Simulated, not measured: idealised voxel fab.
The process module presented herein is designated voxel transistor to metal.
Cross-section cut: width 200 nm, square cells of 5 nm.
Heads up, the way a cross-section reads in here is a grid of square cells, handed over as bands from the top down, with every band being one or more rows of cells. Top height, bottom height, nm. Materials left to right, width each, nm. Single material + "edge to edge" = fills band edge to edge. "empty" = empty. Convention: height 0 is the level below which the wafer, as received, is all one material. The lowest band does not terminate at the bottom but continues downward, represented as "top 0, no bottom". Think of "30->40" as a width that walks from the first number to the second as you go down the band, top row to bottom row, taking equal-sized steps from row to row. Basically "stayed the same" means that step didn't change any cell in the cross-section. Reported under the label "Closed void table" are the empty spaces having no open way to the top and comprising 8 cells or more; the notation for each is width x height at distance, in which the distance is measured from the left edge and all three values are in nm. Whatever follows a step's settings on its line is a remark the simulator itself makes about that step. Each step line may optionally specify "overlay nm", which for a step with a mask gives the rightward distance between the mask's planned place and where it lay, a negative value indicating the leftward direction.

**These are the steps we planned for the process**
step 1: RECEIVE, material Si
step 2: OXIDIZE, depth nm 5
step 3: CONFORMAL_DEP, material SiN, thk nm 15
step 4: PATTERN, tone cover, mask id ACTIVE, material resist, width nm 125, thk nm 15, overlay nm 0
step 5: DIRECTIONAL_ETCH, etch materials SiN, depth nm 15
step 6: DIRECTIONAL_ETCH, etch materials SiO2, depth nm 5
step 7: DIRECTIONAL_ETCH, etch materials Si, depth nm 25
step 8: STRIP, etch materials resist
step 9: OXIDIZE, depth nm 5
step 10: FILL_DEP, material SiO2, thk nm 10
step 11: CMP, height nm 15
step 12: SELECTIVE_ETCH, etch materials SiO2, depth nm 10
step 13: STRIP, etch materials SiN
step 14: SELECTIVE_ETCH, etch materials SiO2, depth nm 5
step 15: OXIDIZE, depth nm 5
step 16: DIRECTIONAL_DEP, material polySi, thk nm 20
step 17: DIRECTIONAL_DEP, material SiCN, thk nm 15
step 18: PATTERN, tone cover, mask id GATE, material resist, width nm 35, thk nm 15, overlay nm 0
step 19: DIRECTIONAL_ETCH, etch materials SiCN, depth nm 25
step 20: DIRECTIONAL_ETCH, etch materials polySi, depth nm 30
step 21: STRIP, etch materials resist
step 22: CONFORMAL_DEP, material SiN, thk nm 10
step 23: DIRECTIONAL_ETCH, etch materials SiN, depth nm 10
step 24: DIRECTIONAL_ETCH, etch materials SiO2, depth nm 5
step 25: DIRECTIONAL_ETCH, etch materials Si, depth nm 10
step 26: EPI, material SiGe, thk nm 10
step 27: FILL_DEP, material SiO2, thk nm 5
step 28: CMP, height nm 15
step 29: STRIP, etch materials polySi
step 30: SELECTIVE_ETCH, etch materials SiO2, depth nm 5
step 31: CONFORMAL_DEP, material HfO2, thk nm 5
step 32: CONFORMAL_DEP, material TiN, thk nm 5
step 33: FILL_DEP, material W, thk nm 10
step 34: CMP, height nm 10
step 35: DIRECTIONAL_DEP, material SiO2, thk nm 10
step 36: MASKED_ETCH, tone open, mask id CONTACT, width nm 15, pitch nm 90, etch materials SiO2, depth nm 30, overlay nm 0
step 37: CONFORMAL_DEP, material TiN, thk nm 5
step 38: FILL_DEP, material W, thk nm 10
step 39: CMP, height nm 20
step 40: CONFORMAL_DEP, material SiN, thk nm 5
step 41: DIRECTIONAL_DEP, material SiO2, thk nm 20
step 42: PATTERN, tone open, mask id METAL_1, material resist, width nm 15, pitch nm 90, thk nm 20, overlay nm 0
step 43: DIRECTIONAL_ETCH, etch materials SiO2, depth nm 20
step 44: DIRECTIONAL_ETCH, etch materials SiN, depth nm 5
step 45: STRIP, etch materials resist
step 46: CONFORMAL_DEP, material TiN, thk nm 5
step 47: FILL_DEP, material Cu, thk nm 5
step 48: CMP, height nm 45
step 49: CONFORMAL_DEP, material SiN, thk nm 5

**Incoming wafer, cross-sectional view, post step 1**
	top 0, no bottom  Si edge to edge
	Closed void table: none

**Below is the wafer in cross-section after the module was completed. It began from the starting point shown above and followed the plan shown above, except that one mistake was made while running it**
	top 50, bottom 45  SiN edge to edge
	top 45, bottom 25  SiO2: 45, TiN: 5, Cu: 5, TiN: 5, SiO2: 75, TiN: 5, Cu: 5, TiN: 5, SiO2: 50
	top 25, bottom 20  SiN: 45, TiN: 15, SiN: 75, TiN: 15, SiN: 50
	top 20, bottom 10  SiO2: 45, TiN: 5, W: 5, TiN: 5, SiO2: 75, TiN: 5, W: 5, TiN: 5, SiO2: 50
	top 10, bottom 0  SiO2: 45, TiN: 5, W: 5, TiN: 5, SiO2: 10, SiN: 10, HfO2: 5, TiN: 5, W: 15, TiN: 5, HfO2: 5, SiN: 10, SiO2: 10, TiN: 5, W: 5, TiN: 5, SiO2: 50
	top 0, bottom -5  SiO2: 35, SiN: 10, TiN: 5, W: 5, TiN: 5, SiGe: 10, SiN: 10, HfO2: 5, TiN: 25, HfO2: 5, SiN: 10, SiGe: 10, TiN: 5, W: 5, TiN: 5, SiO2: 5, SiN: 10, SiO2: 35
	top -5, bottom -10  SiO2: 45, TiN: 15, SiGe: 10, SiO2: 5, HfO2: 45, SiO2: 5, SiGe: 10, TiN: 15, SiO2: 50
	top -10, bottom -20  SiO2: 45, SiGe: 25, Si: 55, SiGe: 30, SiO2: 45
	top -20, bottom -35  SiO2: 45, Si: 110, SiO2: 45
	top -35, no bottom  Si edge to edge
	Closed void table: none
Which mistake was made when the wafer was run? heads up, step 4 didn't go per plan, it actually ran as PATTERN, tone cover, mask id ACTIVE, material resist, width nm 120, thk nm 15, overlay nm 0
